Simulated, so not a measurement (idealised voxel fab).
The document below concerns the process module designated voxel transistor to metal.
For reference, the cross-section in this document is cut, with width 180 nm and square cells of 5 nm.
We lay out every cross-section as a grid of square cells and spell it out in bands from the top down, where one band means one or more rows of cells. Look at the band entry: it leads with the top's height and the bottom's height in nm. Then it lists the materials left to right, with a width in nm for each. The word "throughout" on a single material says that material fills the band edge to edge. The word "empty" is empty space. Heights are measured from 0, the level below which the as-received wafer is all one material; the lowest band has no bottom and continues downward, written as in "top 0, no bottom". A width such as "30..40" changes by the same amount from each row of cells to the next, from the band's top row to its bottom row. Take "everything unchanged" at face value: in the step it is given for, the cross-section changed in none of its cells. Entry "Entrapped voids". Content: empty spaces with no open connection to the top, size 8 cells or greater. Each: width x height at distance. Distance: from left edge. Unit: nm. Whatever follows a step's settings on its line is a remark the simulator itself makes about that step. Steps that use a mask can have "overlay nm" on their line. It says how far the mask sat to the right of where it was meant to be. Negative means to the left. Note on reading: below, each pair holds a cross-section from before one process step and one from after it; the one from after shows only down to the lowest band that changed. Beneath the pair, the step in between is stated along with its settings. The pairs can stem from different runs of this module on the same starting wafer. Where a pair's entry headed "Pre-step geometry" says so, and only there, that pair continues from the pair above it.
-- Pre-step geometry
	top 115, bottom 105: aC: 45, then empty: 15, then aC: 55, then empty: 15, then aC: 50
	top 105, bottom 75: lowk: 45, then empty: 15, then lowk: 55, then empty: 15, then lowk: 50
	top 75, bottom 70: SiCN: 45, then empty: 15, then SiCN: 55, then empty: 15, then SiCN: 50
	top 70, bottom 65: SiCN: 40, then Ru: 30, then SiCN: 40, then Ru: 30, then SiCN: 40
	top 65, bottom 45: lowk: 45, then TiN: 5, then Ru: 10, then TiN: 5, then lowk: 50, then TiN: 5, then Ru: 10, then TiN: 5, then lowk: 45
	top 45, bottom 40: SiN: 45, then TiN: 20, then SiN: 50, then TiN: 20, then SiN: 45
	top 40, bottom 30: SiO2: 45, then TiN: 5, then Ru: 20..15, then TiN: 5..10, then SiO2: 25, then TiN: 5..10, then Ru: 20..15, then TiN: 5, then SiO2: 50
	top 30, bottom 15: SiO2: 45, then TiN: 5, then Ru: 15, then TiN: 5, then SiN: 5, then SiO2: 5, then SiCN: 15, then SiO2: 5, then SiN: 5, then TiN: 5, then Ru: 15, then TiN: 5, then SiO2: 50
	top 15, bottom 5: SiO2: 45, then TiN: 5, then Ru: 15, then TiN: 5, then SiN: 5, then SiO2: 5, then polySi: 15, then SiO2: 5, then SiN: 5, then TiN: 5, then Ru: 15, then TiN: 5, then SiO2: 50
	top 5, bottom 0: SiO2: 40, then SiN: 5, then TiN: 5, then Ru: 5, then TiN: 15, then SiN: 5, then SiO2: 5, then polySi: 15, then SiO2: 5, then SiN: 5, then TiN: 15, then Ru: 5, then TiN: 5, then SiN: 5, then SiO2: 45
	top 0, bottom -5: SiO2: 40, then SiN: 5, then TiN: 5, then Ru: 5, then TiN: 5, then SiGe: 10, then SiN: 5, then SiO2: 5, then polySi: 15, then SiO2: 5, then SiN: 5, then SiGe: 10, then TiN: 5, then Ru: 5, then TiN: 5, then SiN: 5, then SiO2: 45
	top -5, bottom -10: SiO2: 45, then TiN: 15, then SiGe: 10, then SiO2: 35, then SiGe: 10, then TiN: 15, then SiO2: 50
	top -10, bottom -20: SiO2: 45, then SiGe: 25, then Si: 35, then SiGe: 25, then SiO2: 50
	top -20, bottom -30: SiO2: 45, then Si: 85, then SiO2: 50
	top -30, no bottom: Si throughout
	Entrapped voids: none
-- Cross-Section Thereafter
	top 105, bottom 75: lowk: 45, then empty: 15, then lowk: 55, then empty: 15, then lowk: 50
	Heights below 75 show no change.
	Entrapped voids: none
Going from the before section above to the after section, the step was STRIP,etch materials aC
Pre-step geometry: just use the after drawing of the pair above as your starting point.
-- Cross-Section Thereafter
	top 110, bottom 105: TiN: 50, then empty: 5, then TiN: 65, then empty: 5, then TiN: 55
	top 105, bottom 75: lowk: 45, then TiN: 5, then empty: 5, then TiN: 5, then lowk: 55, then TiN: 5, then empty: 5, then TiN: 5, then lowk: 50
	top 75, bottom 70: SiCN: 45, then TiN: 15, then SiCN: 55, then TiN: 15, then SiCN: 50
	Heights below 70 show no change.
	Entrapped voids: none
Going from the before section above to the after section, the step was CONFORMAL_DEP,material TiN,thk nm 5
Pre-step geometry: just use the after drawing of the pair above as your starting point.
-- Cross-Section Thereafter
	top 115, bottom 110: Cu throughout
	top 110, bottom 105: TiN: 50, then Cu: 5, then TiN: 65, then Cu: 5, then TiN: 55
	top 105, bottom 75: lowk: 45, then TiN: 5, then Cu: 5, then TiN: 5, then lowk: 55, then TiN: 5, then Cu: 5, then TiN: 5, then lowk: 50
	Heights below 75 show no change.
	Entrapped voids: none
Going from the before section above to the after section, the step was FILL_DEP,material Cu,thk nm 5
Pre-step geometry: just use the after drawing of the pair above as your starting point.
-- Cross-Section Thereafter
	top 105, bottom 75: lowk: 45, then TiN: 5, then Cu: 5, then TiN: 5, then lowk: 55, then TiN: 5, then Cu: 5, then TiN: 5, then lowk: 50
	Heights below 75 show no change.
	Entrapped voids: none
Going from the before section above to the after section, the step was CMP,height nm 105
Pre-step geometry: just use the after drawing of the pair above as your starting point.
-- Cross-Section Thereafter
	top 110, bottom 105: SiCN throughout
	Heights below 105 show no change.
	Entrapped voids: none
Going from the before section above to the after section, the step was CONFORMAL_DEP,material SiCN,thk nm 5
-- Pre-step geometry
	top 30, bottom 15: aC throughout
	top 15, bottom 0: SiN throughout
	top 0, bottom -5: SiO2 throughout
	top -5, no bottom: Si throughout
	Entrapped voids: none
-- Cross-Section Thereafter
	top 65, bottom 30: empty: 35, then resist: 95, then empty: 50
	Heights below 30 show no change.
	Entrapped voids: none
Going from the before section above to the after section, the step was PATTERN,tone cover,mask id ACTIVE,material resist,width nm 95,thk nm 35,overlay nm -5
Pre-step geometry: just use the after drawing of the pair above as your starting point.
-- Cross-Section Thereafter
	top 50, bottom 30: empty: 35, then resist: 95, then empty: 50
	top 30, bottom 15: empty: 35, then aC: 95, then empty: 50
	Heights below 15 show no change.
	Entrapped voids: none
Going from the before section above to the after section, the step was DIRECTIONAL_ETCH,etch materials aC,depth nm 15
Pre-step geometry: just use the after drawing of the pair above as your starting point.
-- Cross-Section Thereafter
	top 30, bottom 15: empty: 35, then aC: 95, then empty: 50
	Heights below 15 show no change.
	Entrapped voids: none
Going from the before section above to the after section, the step was STRIP,etch materials resist
Pre-step geometry: just use the after drawing of the pair above as your starting point.
-- Cross-Section Thereafter
	top 30, bottom 15: empty: 35, then aC: 95, then empty: 50
	top 15, bottom 0: empty: 35, then SiN: 95, then empty: 50
	Heights below 0 show no change.
	Entrapped voids: none
Going from the before section above to the after section, the step was DIRECTIONAL_ETCH,etch materials SiN,depth nm 15
Pre-step geometry: just use the after drawing of the pair above as your starting point.
-- Cross-Section Thereafter
	top 30, bottom 15: empty: 35, then aC: 95, then empty: 50
	top 15, bottom 0: empty: 35, then SiN: 95, then empty: 50
	top 0, bottom -5: empty: 35, then SiO2: 95, then empty: 50
	Heights below -5 show no change.
	Entrapped voids: none
Going from the before section above to the after section, the step was DIRECTIONAL_ETCH,etch materials SiO2,depth nm 5
Pre-step geometry: just use the after drawing of the pair above as your starting point.
-- Cross-Section Thereafter
	top 30, bottom 15: empty: 35, then aC: 95, then empty: 50
	top 15, bottom 0: empty: 35, then SiN: 95, then empty: 50
	top 0, bottom -5: empty: 35, then SiO2: 95, then empty: 50
	top -5, bottom -25: empty: 35, then Si: 95, then empty: 50
	Heights below -25 show no change.
	Entrapped voids: none
Going from the before section above to the after section, the step was DIRECTIONAL_ETCH,etch materials Si,depth nm 20
Pre-step geometry: just use the after drawing of the pair above as your starting point.
-- Cross-Section Thereafter
	top 15, bottom 0: empty: 35, then SiN: 95, then empty: 50
	Heights below 0 show no change.
	Entrapped voids: none
Going from the before section above to the after section, the step was STRIP,etch materials aC
Pre-step geometry: just use the after drawing of the pair above as your starting point.
-- Cross-Section Thereafter
	top 15, bottom 0: empty: 35, then SiN: 95, then empty: 50
	top 0, bottom -5: empty: 35, then SiO2: 95, then empty: 50
	top -5, bottom -25: empty: 35, then SiO2: 5, then Si: 85, then SiO2: 5, then empty: 50
	top -25, bottom -30: SiO2: 40, then Si: 85, then SiO2: 55
	Heights below -30 show no change.
	Entrapped voids: none
Going from the before section above to the after section, the step was OXIDIZE,depth nm 5
Pre-step geometry: just use the after drawing of the pair above as your starting point.
-- Cross-Section Thereafter
	top 30, bottom 15: SiO2 throughout
	top 15, bottom 0: SiO2: 35, then SiN: 95, then SiO2: 50
	top 0, bottom -5: SiO2 throughout
	top -5, bottom -30: SiO2: 40, then Si: 85, then SiO2: 55
	Heights below -30 show no change.
	Entrapped voids: none
Going from the before section above to the after section, the step was FILL_DEP,material SiO2,thk nm 15
Pre-step geometry: just use the after drawing of the pair above as your starting point.
-- Cross-Section Thereafter
	top 15, bottom 0: SiO2: 35, then SiN: 95, then SiO2: 50
	Heights below 0 show no change.
	Entrapped voids: none
Going from the before section above to the after section, the step was CMP,height nm 15
Pre-step geometry: just use the after drawing of the pair above as your starting point.
-- Cross-Section Thereafter
	top 15, bottom 10: empty: 35, then SiN: 95, then empty: 50
	Heights below 10 show no change.
	Entrapped voids: none
Going from the before section above to the after section, the step was SELECTIVE_ETCH,etch materials SiO2,depth nm 5
Pre-step geometry: just use the after drawing of the pair above as your starting point.
-- Cross-Section Thereafter
	top 10, bottom 0: SiO2: 35, then empty: 95, then SiO2: 50
	Heights below 0 show no change.
	Entrapped voids: none
Going from the before section above to the after section, the step was STRIP,etch materials SiN
Pre-step geometry: just use the after drawing of the pair above as your starting point.
-- Cross-Section Thereafter
	top 5, bottom -5: SiO2: 30, then empty: 105, then SiO2: 45
	Heights below -5 show no change.
	Entrapped voids: none
Going from the before section above to the after section, the step was SELECTIVE_ETCH,etch materials SiO2,depth nm 5
Pre-step geometry: just use the after drawing of the pair above as your starting point.
-- Cross-Section Thereafter
	top 5, bottom -5: SiO2: 30, then empty: 105, then SiO2: 45
	top -5, bottom -10: SiO2 throughout
	Heights below -10 show no change.
	Entrapped voids: none
Going from the before section above to the after section, the step was OXIDIZE,depth nm 5
Pre-step geometry: just use the after drawing of the pair above as your starting point.
-- Cross-Section Thereafter
	top 25, bottom 15: polySi: 30, then empty: 105, then polySi: 45
	top 15, bottom 5: polySi throughout
	top 5, bottom -5: SiO2: 30, then polySi: 105, then SiO2: 45
	Heights below -5 show no change.
	Entrapped voids: none
Going from the before section above to the after section, the step was DIRECTIONAL_DEP,material polySi,thk nm 20
Pre-step geometry: just use the after drawing of the pair above as your starting point.
-- Cross-Section Thereafter
	top 40, bottom 30: SiCN: 30, then empty: 105, then SiCN: 45
	top 30, bottom 25: SiCN throughout
	top 25, bottom 15: polySi: 30, then SiCN: 105, then polySi: 45
	Heights below 15 show no change.
	Entrapped voids: none
Going from the before section above to the after section, the step was DIRECTIONAL_DEP,material SiCN,thk nm 15
Pre-step geometry: just use the after drawing of the pair above as your starting point.
-- Cross-Section Thereafter
	top 50, bottom 40: aC: 30, then empty: 105, then aC: 45
	top 40, bottom 30: SiCN: 30, then aC: 105, then SiCN: 45
	Heights below 30 show no change.
	Entrapped voids: none
Going from the before section above to the after section, the step was DIRECTIONAL_DEP,material aC,thk nm 10
Pre-step geometry: just use the after drawing of the pair above as your starting point.
-- Cross-Section Thereafter
	top 80, bottom 50: empty: 80, then resist: 15, then empty: 85
	top 50, bottom 40: aC: 30, then empty: 50, then resist: 15, then empty: 40, then aC: 45
	Heights below 40 show no change.
	Entrapped voids: none
Going from the before section above to the after section, the step was PATTERN,tone cover,mask id GATE,material resist,width nm 15,thk nm 30,overlay nm 0
Pre-step geometry: just use the after drawing of the pair above as your starting point.
-- Cross-Section Thereafter
	top 70, bottom 40: empty: 80, then resist: 15, then empty: 85
	top 40, bottom 30: SiCN: 30, then empty: 50, then aC: 15, then empty: 40, then SiCN: 45
	Heights below 30 show no change.
	Entrapped voids: none
Going from the before section above to the after section, the step was DIRECTIONAL_ETCH,etch materials aC,depth nm 10
Pre-step geometry: just use the after drawing of the pair above as your starting point.
-- Cross-Section Thereafter
	top 40, bottom 30: SiCN: 30, then empty: 50, then aC: 15, then empty: 40, then SiCN: 45
	Heights below 30 show no change.
	Entrapped voids: none
Going from the before section above to the after section, the step was STRIP,etch materials resist
Pre-step geometry: just use the after drawing of the pair above as your starting point.
-- Cross-Section Thereafter
	top 40, bottom 30: empty: 80, then aC: 15, then empty: 85
	top 30, bottom 25: empty: 80, then SiCN: 15, then empty: 85
	top 25, bottom 15: polySi: 30, then empty: 50, then SiCN: 15, then empty: 40, then polySi: 45
	Heights below 15 show no change.
	Entrapped voids: none
Going from the before section above to the after section, the step was DIRECTIONAL_ETCH,etch materials SiCN,depth nm 25
Pre-step geometry: just use the after drawing of the pair above as your starting point.
-- Cross-Section Thereafter
	top 40, bottom 30: empty: 80, then aC: 15, then empty: 85
	top 30, bottom 15: empty: 80, then SiCN: 15, then empty: 85
	top 15, bottom 5: empty: 80, then polySi: 15, then empty: 85
	top 5, bottom -5: SiO2: 30, then empty: 50, then polySi: 15, then empty: 40, then SiO2: 45
	Heights below -5 show no change.
	Entrapped voids: none
Going from the before section above to the after section, the step was DIRECTIONAL_ETCH,etch materials polySi,depth nm 30
Pre-step geometry: just use the after drawing of the pair above as your starting point.
-- Cross-Section Thereafter
	top 30, bottom 15: empty: 80, then SiCN: 15, then empty: 85
	Heights below 15 show no change.
	Entrapped voids: none
Going from the before section above to the after section, the step was STRIP,etch materials aC
Pre-step geometry: just use the after drawing of the pair above as your starting point.
-- Cross-Section Thereafter
	top 35, bottom 30: empty: 75, then SiO2: 25, then empty: 80
	top 30, bottom 15: empty: 75, then SiO2: 5, then SiCN: 15, then SiO2: 5, then empty: 80
	top 15, bottom 10: empty: 75, then SiO2: 5, then polySi: 15, then SiO2: 5, then empty: 80
	top 10, bottom 0: SiO2: 35, then empty: 40, then SiO2: 5, then polySi: 15, then SiO2: 5, then empty: 30, then SiO2: 50
	top 0, bottom -5: SiO2: 80, then polySi: 15, then SiO2: 85
	Heights below -5 show no change.
	Entrapped voids: none
Going from the before section above to the after section, the step was CONFORMAL_DEP,material SiO2,thk nm 5
Pre-step geometry: just use the after drawing of the pair above as your starting point.
-- Cross-Section Thereafter
	top 30, bottom 15: empty: 75, then SiO2: 5, then SiCN: 15, then SiO2: 5, then empty: 80
	top 15, bottom 5: empty: 75, then SiO2: 5, then polySi: 15, then SiO2: 5, then empty: 80
	top 5, bottom -5: SiO2: 35, then empty: 40, then SiO2: 5, then polySi: 15, then SiO2: 5, then empty: 30, then SiO2: 50
	Heights below -5 show no change.
	Entrapped voids: none
Going from the before section above to the after section, the step was DIRECTIONAL_ETCH,etch materials SiO2,depth nm 5
Pre-step geometry: just use the after drawing of the pair above as your starting point.
-- Cross-Section Thereafter
	top 35, bottom 30: empty: 70, then SiN: 35, then empty: 75
	top 30, bottom 15: empty: 70, then SiN: 5, then SiO2: 5, then SiCN: 15, then SiO2: 5, then SiN: 5, then empty: 75
	top 15, bottom 10: empty: 70, then SiN: 5, then SiO2: 5, then polySi: 15, then SiO2: 5, then SiN: 5, then empty: 75
	top 10, bottom 5: SiN: 40, then empty: 30, then SiN: 5, then SiO2: 5, then polySi: 15, then SiO2: 5, then SiN: 5, then empty: 20, then SiN: 55
	top 5, bottom 0: SiO2: 35, then SiN: 5, then empty: 30, then SiN: 5, then SiO2: 5, then polySi: 15, then SiO2: 5, then SiN: 5, then empty: 20, then SiN: 5, then SiO2: 50
	top 0, bottom -5: SiO2: 35, then SiN: 40, then SiO2: 5, then polySi: 15, then SiO2: 5, then SiN: 30, then SiO2: 50
	Heights below -5 show no change.
	Entrapped voids: none
Going from the before section above to the after section, the step was CONFORMAL_DEP,material SiN,thk nm 5
Pre-step geometry: just use the after drawing of the pair above as your starting point.
-- Cross-Section Thereafter
	top 30, bottom 15: empty: 70, then SiN: 5, then SiO2: 5, then SiCN: 15, then SiO2: 5, then SiN: 5, then empty: 75
	top 15, bottom 5: empty: 70, then SiN: 5, then SiO2: 5, then polySi: 15, then SiO2: 5, then SiN: 5, then empty: 75
	top 5, bottom -5: SiO2: 35, then SiN: 5, then empty: 30, then SiN: 5, then SiO2: 5, then polySi: 15, then SiO2: 5, then SiN: 5, then empty: 20, then SiN: 5, then SiO2: 50
	Heights below -5 show no change.
	Entrapped voids: none
Going from the before section above to the after section, the step was DIRECTIONAL_ETCH,etch materials SiN,depth nm 5
Pre-step geometry: just use the after drawing of the pair above as your starting point.
-- Cross-Section Thereafter
	top 30, bottom 25: empty: 70, then SiN: 5, then empty: 5, then SiCN: 15, then empty: 5, then SiN: 5, then empty: 75
	top 25, bottom 15: empty: 70, then SiN: 5, then SiO2: 5, then SiCN: 15, then SiO2: 5, then SiN: 5, then empty: 75
	top 15, bottom 5: empty: 70, then SiN: 5, then SiO2: 5, then polySi: 15, then SiO2: 5, then SiN: 5, then empty: 75
	top 5, bottom 0: empty: 35, then SiN: 5, then empty: 30, then SiN: 5, then SiO2: 5, then polySi: 15, then SiO2: 5, then SiN: 5, then empty: 20, then SiN: 5, then empty: 50
	top 0, bottom -5: SiO2: 35, then SiN: 5, then empty: 30, then SiN: 5, then SiO2: 5, then polySi: 15, then SiO2: 5, then SiN: 5, then empty: 20, then SiN: 5, then SiO2: 50
	top -5, bottom -10: SiO2: 40, then empty: 30, then SiO2: 35, then empty: 20, then SiO2: 55
	Heights below -10 show no change.
	Entrapped voids: none
Going from the before section above to the after section, the step was DIRECTIONAL_ETCH,etch materials SiO2,depth nm 5
Pre-step geometry: just use the after drawing of the pair above as your starting point.
-- Cross-Section Thereafter
	top 30, bottom 25: empty: 70, then SiN: 5, then empty: 5, then SiCN: 15, then empty: 5, then SiN: 5, then empty: 75
	top 25, bottom 15: empty: 70, then SiN: 5, then SiO2: 5, then SiCN: 15, then SiO2: 5, then SiN: 5, then empty: 75
	top 15, bottom 5: empty: 70, then SiN: 5, then SiO2: 5, then polySi: 15, then SiO2: 5, then SiN: 5, then empty: 75
	top 5, bottom 0: empty: 35, then SiN: 5, then empty: 30, then SiN: 5, then SiO2: 5, then polySi: 15, then SiO2: 5, then SiN: 5, then empty: 20, then SiN: 5, then empty: 50
	top 0, bottom -5: SiO2: 35, then SiN: 5, then empty: 30, then SiN: 5, then SiO2: 5, then polySi: 15, then SiO2: 5, then SiN: 5, then empty: 20, then SiN: 5, then SiO2: 50
	top -5, bottom -10: SiO2: 40, then empty: 30, then SiO2: 35, then empty: 20, then SiO2: 55
	top -10, bottom -20: SiO2: 40, then empty: 30, then Si: 35, then empty: 20, then SiO2: 55
	Heights below -20 show no change.
	Entrapped voids: none
Going from the before section above to the after section, the step was DIRECTIONAL_ETCH,etch materials Si,depth nm 10
Pre-step geometry: just use the after drawing of the pair above as your starting point.
-- Cross-Section Thereafter
	top 30, bottom 25: empty: 70, then SiN: 5, then empty: 5, then SiCN: 15, then empty: 5, then SiN: 5, then empty: 75
	top 25, bottom 15: empty: 70, then SiN: 5, then SiO2: 5, then SiCN: 15, then SiO2: 5, then SiN: 5, then empty: 75
	top 15, bottom 5: empty: 70, then SiN: 5, then SiO2: 5, then polySi: 15, then SiO2: 5, then SiN: 5, then empty: 75
	top 5, bottom 0: empty: 35, then SiN: 5, then empty: 30, then SiN: 5, then SiO2: 5, then polySi: 15, then SiO2: 5, then SiN: 5, then empty: 20, then SiN: 5, then empty: 50
	top 0, bottom -5: SiO2: 35, then SiN: 5, then empty: 20, then SiGe: 10, then SiN: 5, then SiO2: 5, then polySi: 15, then SiO2: 5, then SiN: 5, then SiGe: 10, then empty: 10, then SiN: 5, then SiO2: 50
	top -5, bottom -10: SiO2: 40, then empty: 20, then SiGe: 10, then SiO2: 35, then SiGe: 10, then empty: 10, then SiO2: 55
	top -10, bottom -20: SiO2: 40, then SiGe: 30, then Si: 35, then SiGe: 20, then SiO2: 55
	Heights below -20 show no change.
	Entrapped voids: none
Going from the before section above to the after section, the step was EPI,material SiGe,thk nm 10
Pre-step geometry: just use the after drawing of the pair above as your starting point.
-- Cross-Section Thereafter
	top 40, bottom 30: SiO2 throughout
	top 30, bottom 15: SiO2: 70, then SiN: 5, then SiO2: 5, then SiCN: 15, then SiO2: 5, then SiN: 5, then SiO2: 75
	top 15, bottom 5: SiO2: 70, then SiN: 5, then SiO2: 5, then polySi: 15, then SiO2: 5, then SiN: 5, then SiO2: 75
	top 5, bottom 0: SiO2: 35, then SiN: 5, then SiO2: 30, then SiN: 5, then SiO2: 5, then polySi: 15, then SiO2: 5, then SiN: 5, then SiO2: 20, then SiN: 5, then SiO2: 50
	top 0, bottom -5: SiO2: 35, then SiN: 5, then SiO2: 20, then SiGe: 10, then SiN: 5, then SiO2: 5, then polySi: 15, then SiO2: 5, then SiN: 5, then SiGe: 10, then SiO2: 10, then SiN: 5, then SiO2: 50
	top -5, bottom -10: SiO2: 60, then SiGe: 10, then SiO2: 35, then SiGe: 10, then SiO2: 65
	Heights below -10 show no change.
	Entrapped voids: none
Going from the before section above to the after section, the step was FILL_DEP,material SiO2,thk nm 10
Pre-step geometry: just use the after drawing of the pair above as your starting point.
-- Cross-Section Thereafter
	top 30, bottom 15: SiO2: 70, then SiN: 5, then SiO2: 5, then SiCN: 15, then SiO2: 5, then SiN: 5, then SiO2: 75
	Heights below 15 show no change.
	Entrapped voids: none
Going from the before section above to the after section, the step was CMP,height nm 30
Pre-step geometry: just use the after drawing of the pair above as your starting point.
-- Cross-Section Thereafter
	top 40, bottom 30: SiO2 throughout
	Heights below 30 show no change.
	Entrapped voids: none
Going from the before section above to the after section, the step was DIRECTIONAL_DEP,material SiO2,thk nm 10
Pre-step geometry: just use the after drawing of the pair above as your starting point.
-- Cross-Section Thereafter
	top 50, bottom 40: aC throughout
	Heights below 40 show no change.
	Entrapped voids: none
Going from the before section above to the after section, the step was DIRECTIONAL_DEP,material aC,thk nm 10
Pre-step geometry: just use the after drawing of the pair above as your starting point.
-- Cross-Section Thereafter
	top 75, bottom 50: resist: 45, then empty: 30, then resist: 25, then empty: 30, then resist: 50
	Heights below 50 show no change.
	Entrapped voids: none
Going from the before section above to the after section, the step was PATTERN,tone open,mask id CONTACT,material resist,width nm 30,pitch nm 55,thk nm 25,overlay nm 0
Pre-step geometry: just use the after drawing of the pair above as your starting point.
-- Cross-Section Thereafter
	top 65, bottom 50: resist: 45, then empty: 30, then resist: 25, then empty: 30, then resist: 50
	top 50, bottom 40: aC: 45, then empty: 30, then aC: 25, then empty: 30, then aC: 50
	Heights below 40 show no change.
	Entrapped voids: none
Going from the before section above to the after section, the step was DIRECTIONAL_ETCH,etch materials aC,depth nm 10
Pre-step geometry: just use the after drawing of the pair above as your starting point.
-- Cross-Section Thereafter
	top 50, bottom 40: aC: 45, then empty: 30, then aC: 25, then empty: 30, then aC: 50
	Heights below 40 show no change.
	Entrapped voids: none
Going from the before section above to the after section, the step was STRIP,etch materials resist
Pre-step geometry: just use the after drawing of the pair above as your starting point.
-- Cross-Section Thereafter
	top 50, bottom 40: aC: 45, then empty: 30, then aC: 25, then empty: 30, then aC: 50
	top 40, bottom 30: SiO2: 45, then empty: 30, then SiO2: 25, then empty: 30, then SiO2: 50
	top 30, bottom 15: SiO2: 45, then empty: 25, then SiN: 5, then SiO2: 5, then SiCN: 15, then SiO2: 5, then SiN: 5, then empty: 25, then SiO2: 50
	top 15, bottom 5: SiO2: 45, then empty: 25, then SiN: 5, then SiO2: 5, then polySi: 15, then SiO2: 5, then SiN: 5, then empty: 25, then SiO2: 50
	top 5, bottom 0: SiO2: 35, then SiN: 5, then SiO2: 5, then empty: 25, then SiN: 5, then SiO2: 5, then polySi: 15, then SiO2: 5, then SiN: 5, then empty: 20, then SiN: 5, then SiO2: 50
	top 0, bottom -5: SiO2: 35, then SiN: 5, then SiO2: 5, then empty: 15, then SiGe: 10, then SiN: 5, then SiO2: 5, then polySi: 15, then SiO2: 5, then SiN: 5, then SiGe: 10, then empty: 10, then SiN: 5, then SiO2: 50
	top -5, bottom -10: SiO2: 45, then empty: 15, then SiGe: 10, then SiO2: 35, then SiGe: 10, then empty: 10, then SiO2: 55
	Heights below -10 show no change.
	Entrapped voids: none
Going from the before section above to the after section, the step was DIRECTIONAL_ETCH,etch materials SiO2,depth nm 50
Pre-step geometry: just use the after drawing of the pair above as your starting point.
-- Cross-Section Thereafter
	top 40, bottom 30: SiO2: 45, then empty: 30, then SiO2: 25, then empty: 30, then SiO2: 50
	Heights below 30 show no change.
	Entrapped voids: none
Going from the before section above to the after section, the step was STRIP,etch materials aC
Pre-step geometry: just use the after drawing of the pair above as your starting point.
-- Cross-Section Thereafter
	top 45, bottom 40: TiN: 50, then empty: 20, then TiN: 35, then empty: 20, then TiN: 55
	top 40, bottom 30: SiO2: 45, then TiN: 5, then empty: 20..15, then TiN: 5..10, then SiO2: 25, then TiN: 5..10, then empty: 20..15, then TiN: 5, then SiO2: 50
	top 30, bottom 15: SiO2: 45, then TiN: 5, then empty: 15, then TiN: 5, then SiN: 5, then SiO2: 5, then SiCN: 15, then SiO2: 5, then SiN: 5, then TiN: 5, then empty: 15, then TiN: 5, then SiO2: 50
	top 15, bottom 5: SiO2: 45, then TiN: 5, then empty: 15, then TiN: 5, then SiN: 5, then SiO2: 5, then polySi: 15, then SiO2: 5, then SiN: 5, then TiN: 5, then empty: 15..10, then TiN: 5..10, then SiO2: 50
	top 5, bottom 0: SiO2: 35, then SiN: 5, then SiO2: 5, then TiN: 5, then empty: 5, then TiN: 15, then SiN: 5, then SiO2: 5, then polySi: 15, then SiO2: 5, then SiN: 5, then TiN: 20, then SiN: 5, then SiO2: 50
	top 0, bottom -5: SiO2: 35, then SiN: 5, then SiO2: 5, then TiN: 5, then empty: 5, then TiN: 5, then SiGe: 10, then SiN: 5, then SiO2: 5, then polySi: 15, then SiO2: 5, then SiN: 5, then SiGe: 10, then TiN: 10, then SiN: 5, then SiO2: 50
	top -5, bottom -10: SiO2: 45, then TiN: 15, then SiGe: 10, then SiO2: 35, then SiGe: 10, then TiN: 10, then SiO2: 55
	Heights below -10 show no change.
	Entrapped voids: none
Going from the before section above to the after section, the step was CONFORMAL_DEP,material TiN,thk nm 5
Pre-step geometry: just use the after drawing of the pair above as your starting point.
-- Cross-Section Thereafter
	top 55, bottom 45: Ru throughout
	top 45, bottom 40: TiN: 50, then Ru: 20, then TiN: 35, then Ru: 20, then TiN: 55
	top 40, bottom 30: SiO2: 45, then TiN: 5, then Ru: 20..15, then TiN: 5..10, then SiO2: 25, then TiN: 5..10, then Ru: 20..15, then TiN: 5, then SiO2: 50
	top 30, bottom 15: SiO2: 45, then TiN: 5, then Ru: 15, then TiN: 5, then SiN: 5, then SiO2: 5, then SiCN: 15, then SiO2: 5, then SiN: 5, then TiN: 5, then Ru: 15, then TiN: 5, then SiO2: 50
	top 15, bottom 5: SiO2: 45, then TiN: 5, then Ru: 15, then TiN: 5, then SiN: 5, then SiO2: 5, then polySi: 15, then SiO2: 5, then SiN: 5, then TiN: 5, then Ru: 15..10, then TiN: 5..10, then SiO2: 50
	top 5, bottom 0: SiO2: 35, then SiN: 5, then SiO2: 5, then TiN: 5, then Ru: 5, then TiN: 15, then SiN: 5, then SiO2: 5, then polySi: 15, then SiO2: 5, then SiN: 5, then TiN: 20, then SiN: 5, then SiO2: 50
	top 0, bottom -5: SiO2: 35, then SiN: 5, then SiO2: 5, then TiN: 5, then Ru: 5, then TiN: 5, then SiGe: 10, then SiN: 5, then SiO2: 5, then polySi: 15, then SiO2: 5, then SiN: 5, then SiGe: 10, then TiN: 10, then SiN: 5, then SiO2: 50
	Heights below -5 show no change.
	Entrapped voids: none
Going from the before section above to the after section, the step was FILL_DEP,material Ru,thk nm 10
Pre-step geometry: just use the after drawing of the pair above as your starting point.
-- Cross-Section Thereafter
	top 40, bottom 30: SiO2: 45, then TiN: 5, then Ru: 20..15, then TiN: 5..10, then SiO2: 25, then TiN: 5..10, then Ru: 20..15, then TiN: 5, then SiO2: 50
	Heights below 30 show no change.
	Entrapped voids: none
Going from the before section above to the after section, the step was CMP,height nm 40
Pre-step geometry: just use the after drawing of the pair above as your starting point.
-- Cross-Section Thereafter
	top 45, bottom 40: SiN throughout
	Heights below 40 show no change.
	Entrapped voids: none
Going from the before section above to the after section, the step was CONFORMAL_DEP,material SiN,thk nm 5
Pre-step geometry: just use the after drawing of the pair above as your starting point.
-- Cross-Section Thereafter
	top 65, bottom 45: lowk throughout
	Heights below 45 show no change.
	Entrapped voids: none
Going from the before section above to the after section, the step was DIRECTIONAL_DEP,material lowk,thk nm 20
Pre-step geometry: just use the after drawing of the pair above as your starting point.
-- Cross-Section Thereafter
	top 85, bottom 65: resist: 45, then empty: 15, then resist: 55, then empty: 15, then resist: 50
	Heights below 65 show no change.
	Entrapped voids: none
Going from the before section above to the after section, the step was PATTERN,tone open,mask id METAL_1,material resist,width nm 15,pitch nm 70,thk nm 20,overlay nm 0
Pre-step geometry: just use the after drawing of the pair above as your starting point.
-- Cross-Section Thereafter
	top 85, bottom 65: resist: 45, then empty: 15, then resist: 55, then empty: 15, then resist: 50
	top 65, bottom 45: lowk: 45, then empty: 15, then lowk: 55, then empty: 15, then lowk: 50
	Heights below 45 show no change.
	Entrapped voids: none
Going from the before section above to the after section, the step was DIRECTIONAL_ETCH,etch materials lowk,depth nm 20
Pre-step geometry: just use the after drawing of the pair above as your starting point.
-- Cross-Section Thereafter
	top 85, bottom 65: resist: 45, then empty: 15, then resist: 55, then empty: 15, then resist: 50
	top 65, bottom 45: lowk: 45, then empty: 15, then lowk: 55, then empty: 15, then lowk: 50
	top 45, bottom 40: SiN: 45, then empty: 15, then SiN: 55, then empty: 15, then SiN: 50
	Heights below 40 show no change.
	Entrapped voids: none
Going from the before section above to the after section, the step was DIRECTIONAL_ETCH,etch materials SiN,depth nm 5
Pre-step geometry: just use the after drawing of the pair above as your starting point.
-- Cross-Section Thereafter
	top 65, bottom 45: lowk: 45, then empty: 15, then lowk: 55, then empty: 15, then lowk: 50
	Heights below 45 show no change.
	Entrapped voids: none
Going from the before section above to the after section, the step was STRIP,etch materials resist
